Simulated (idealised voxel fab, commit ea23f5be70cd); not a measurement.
Title: Process Module voxel transistor to metal
For reference, the cross-section in this document is cut, with width 145 nm and square cells of 5 nm.
Format of a cross-section: grid, square cells. Given as bands. Order: top down. Band: one or more rows of cells. Each band's line starts with the height of the band's top and of its bottom, in nm. Then come its materials from left to right, each with its width in nm. One material with "throughout" fills the band from edge to edge. "empty" is empty space. Below 0: as-received wafer, all one material; heights counted from there. Lowest band: no bottom, goes on down, written "from 0 down". The expression "30..40" gives the width at the extremes of the band, the first number at its top row of cells and the second at its bottom row, with the width changing by equal amounts from each row to the next in between. No cell of the cross-section changed in a step that is given as "everything unchanged". The list in "Closed void entries" covers empty spaces of 8 cells or more that cannot reach the top through any open way, and it gives each as width x height at distance; the distance is from the left edge, and width, height and distance are in nm. Text after the settings on a step's line: the simulator's own remark on that step. overlay nm: how far to the right of its planned place the mask lay on this masked step (negative: to the left).
-- So here's the lineup of process steps we planned
- 1: RECEIVE (material Si)
- 2: CONFORMAL_DEP (material SiO2; thk nm 5)
- 3: CONFORMAL_DEP (material SiN; thk nm 15)
- 4: DIRECTIONAL_DEP (material aC; thk nm 15)
- 5: PATTERN (tone cover; mask id ACTIVE; material resist; width nm 95; thk nm 30; overlay nm 0)
- 6: DIRECTIONAL_ETCH (etch materials aC; depth nm 15)
- 7: STRIP (etch materials resist)
- 8: DIRECTIONAL_ETCH (etch materials SiN; depth nm 15)
- 9: DIRECTIONAL_ETCH (etch materials SiO2; depth nm 5)
- 10: DIRECTIONAL_ETCH (etch materials Si; depth nm 35)
- 11: STRIP (etch materials aC)
- 12: OXIDIZE (depth nm 5)
- 13: FILL_DEP (material SiO2; thk nm 10)
- 14: CMP (height nm 20)
- 15: SELECTIVE_ETCH (etch materials SiO2; depth nm 10)
- 16: STRIP (etch materials SiN)
- 17: SELECTIVE_ETCH (etch materials SiO2; depth nm 5)
- 18: OXIDIZE (depth nm 5)
- 19: DIRECTIONAL_DEP (material polySi; thk nm 30)
- 20: DIRECTIONAL_DEP (material SiCN; thk nm 10)
- 21: DIRECTIONAL_DEP (material aC; thk nm 15)
- 22: PATTERN (tone cover; mask id GATE; material resist; width nm 25; thk nm 35; overlay nm 0)
- 23: DIRECTIONAL_ETCH (etch materials aC; depth nm 15)
- 24: STRIP (etch materials resist)
- 25: DIRECTIONAL_ETCH (etch materials SiCN; depth nm 20)
- 26: DIRECTIONAL_ETCH (etch materials polySi; depth nm 40)
- 27: STRIP (etch materials aC)
- 28: CONFORMAL_DEP (material SiN; thk nm 5)
- 29: DIRECTIONAL_ETCH (etch materials SiN; depth nm 5)
- 30: DIRECTIONAL_ETCH (etch materials SiO2; depth nm 5)
- 31: DIRECTIONAL_ETCH (etch materials Si; depth nm 15)
- 32: EPI (material SiGe; thk nm 20)
- 33: FILL_DEP (material SiO2; thk nm 5)
- 34: CMP (height nm 30)
- 35: STRIP (etch materials polySi)
- 36: SELECTIVE_ETCH (etch materials SiO2; depth nm 5)
- 37: CONFORMAL_DEP (material HfO2; thk nm 5)
- 38: CONFORMAL_DEP (material TiN; thk nm 5)
- 39: FILL_DEP (material W; thk nm 10)
- 40: CMP (height nm 25)
- 41: DIRECTIONAL_DEP (material SiO2; thk nm 10)
- 42: MASKED_ETCH (tone open; mask id CONTACT; width nm 15; pitch nm 70; etch materials SiO2; depth nm 35; overlay nm 0)
- 43: CONFORMAL_DEP (material TiN; thk nm 5)
- 44: FILL_DEP (material Ru; thk nm 10)
- 45: CMP (height nm 35)
- 46: CONFORMAL_DEP (material SiCN; thk nm 5)
- 47: DIRECTIONAL_DEP (material SiO2; thk nm 20)
- 48: MASKED_ETCH (tone open; mask id METAL_1; width nm 15; pitch nm 70; etch materials SiO2; depth nm 20; overlay nm 0)
- 49: MASKED_ETCH (tone open; mask id METAL_1; width nm 15; pitch nm 70; etch materials SiCN; depth nm 5; overlay nm 0)
- 50: CONFORMAL_DEP (material TiN; thk nm 5)
- 51: FILL_DEP (material W; thk nm 5)
- 52: CMP (height nm 60)
- 53: EPI (material Ru; thk nm 5)
- 54: FILL_DEP (material SiCN; thk nm 5)
-- Step 1 complete: cross-section of the wafer as received
from 0 down = Si throughout
Closed void entries: none
-- Run as planned - first of the two wafers cross-sectioned at the end of the module
from 70 to 65 = SiCN throughout
from 65 to 60 = SiCN: 25 / Ru: 25 / SiCN: 45 / Ru: 25 / SiCN: 25
from 60 to 40 = SiO2: 30 / TiN: 5 / W: 5 / TiN: 5 / SiO2: 55 / TiN: 5 / W: 5 / TiN: 5 / SiO2: 30
from 40 to 35 = SiCN: 30 / TiN: 15 / SiCN: 55 / TiN: 15 / SiCN: 30
from 35 to 25 = SiO2: 30 / TiN: 5 / Ru: 5 / TiN: 5 / SiO2: 55 / TiN: 5 / Ru: 5 / TiN: 5 / SiO2: 30
from 25 to 20 = SiO2: 30 / TiN: 5 / Ru: 5 / TiN: 5 / SiO2: 10 / SiN: 5 / HfO2: 5 / TiN: 5 / W: 5 / TiN: 5 / HfO2: 5 / SiN: 5 / SiO2: 10 / TiN: 5 / Ru: 5 / TiN: 5 / SiO2: 30
from 20 to 15 = SiO2: 30 / TiN: 15 / SiO2: 10 / SiN: 5 / HfO2: 5 / TiN: 5 / W: 5 / TiN: 5 / HfO2: 5 / SiN: 5 / SiO2: 10 / TiN: 15 / SiO2: 30
from 15 to 5 = SiO2: 30 / TiN: 5 / SiGe: 20 / SiN: 5 / HfO2: 5 / TiN: 5 / W: 5 / TiN: 5 / HfO2: 5 / SiN: 5 / SiGe: 20 / TiN: 5 / SiO2: 30
from 5 to 0 = SiO2: 20 / SiN: 5 / SiO2: 5 / TiN: 5 / SiGe: 20 / SiN: 5 / HfO2: 5 / TiN: 15 / HfO2: 5 / SiN: 5 / SiGe: 20 / TiN: 5 / SiO2: 5 / SiN: 5 / SiO2: 20
from 0 to -5 = SiO2: 25 / SiGe: 30 / HfO2: 35 / SiGe: 30 / SiO2: 25
from -5 to -20 = SiO2: 30 / SiGe: 25 / Si: 35 / SiGe: 25 / SiO2: 30
from -20 to -40 = SiO2: 30 / Si: 85 / SiO2: 30
from -40 down = Si throughout
Closed void entries: none
-- The second wafer, shown in cross-section after the module: started the same way as the first and given the same plan, yet one mistake crept into how it was run
from 70 to 65 = SiCN throughout
from 65 to 60 = SiCN: 30 / Ru: 25 / SiCN: 45 / Ru: 25 / SiCN: 20
from 60 to 45 = SiO2: 35 / TiN: 5 / W: 5 / TiN: 5 / SiO2: 55 / TiN: 5 / W: 5 / TiN: 5 / SiO2: 25
from 45 to 40 = SiO2: 35 / TiN: 15 / SiO2: 55 / TiN: 15 / SiO2: 25
from 40 to 35 = SiCN: 35 / TiN: 10 / SiCN: 60 / TiN: 10 / SiCN: 30
from 35 to 25 = SiO2: 30 / TiN: 5 / Ru: 5 / TiN: 5 / SiO2: 55 / TiN: 5 / Ru: 5 / TiN: 5 / SiO2: 30
from 25 to 20 = SiO2: 30 / TiN: 5 / Ru: 5 / TiN: 5 / SiO2: 10 / SiN: 5 / HfO2: 5 / TiN: 5 / W: 5 / TiN: 5 / HfO2: 5 / SiN: 5 / SiO2: 10 / TiN: 5 / Ru: 5 / TiN: 5 / SiO2: 30
from 20 to 15 = SiO2: 30 / TiN: 15 / SiO2: 10 / SiN: 5 / HfO2: 5 / TiN: 5 / W: 5 / TiN: 5 / HfO2: 5 / SiN: 5 / SiO2: 10 / TiN: 15 / SiO2: 30
from 15 to 5 = SiO2: 30 / TiN: 5 / SiGe: 20 / SiN: 5 / HfO2: 5 / TiN: 5 / W: 5 / TiN: 5 / HfO2: 5 / SiN: 5 / SiGe: 20 / TiN: 5 / SiO2: 30
from 5 to 0 = SiO2: 20 / SiN: 5 / SiO2: 5 / TiN: 5 / SiGe: 20 / SiN: 5 / HfO2: 5 / TiN: 15 / HfO2: 5 / SiN: 5 / SiGe: 20 / TiN: 5 / SiO2: 5 / SiN: 5 / SiO2: 20
from 0 to -5 = SiO2: 25 / SiGe: 30 / HfO2: 35 / SiGe: 30 / SiO2: 25
from -5 to -20 = SiO2: 30 / SiGe: 25 / Si: 35 / SiGe: 25 / SiO2: 30
from -20 to -40 = SiO2: 30 / Si: 85 / SiO2: 30
from -40 down = Si throughout
Closed void entries: none
What was the processing mistake? step 48 was processed under conditions differing from the plan, specifically as MASKED_ETCH (tone open; mask id METAL_1; width nm 15; pitch nm 70; etch materials SiO2; depth nm 20; overlay nm 5)
In the final state, the cell counts of the second wafer exceed or fall short of those of the first for the following materials: SiCN: 2 more, W: 2 fewer
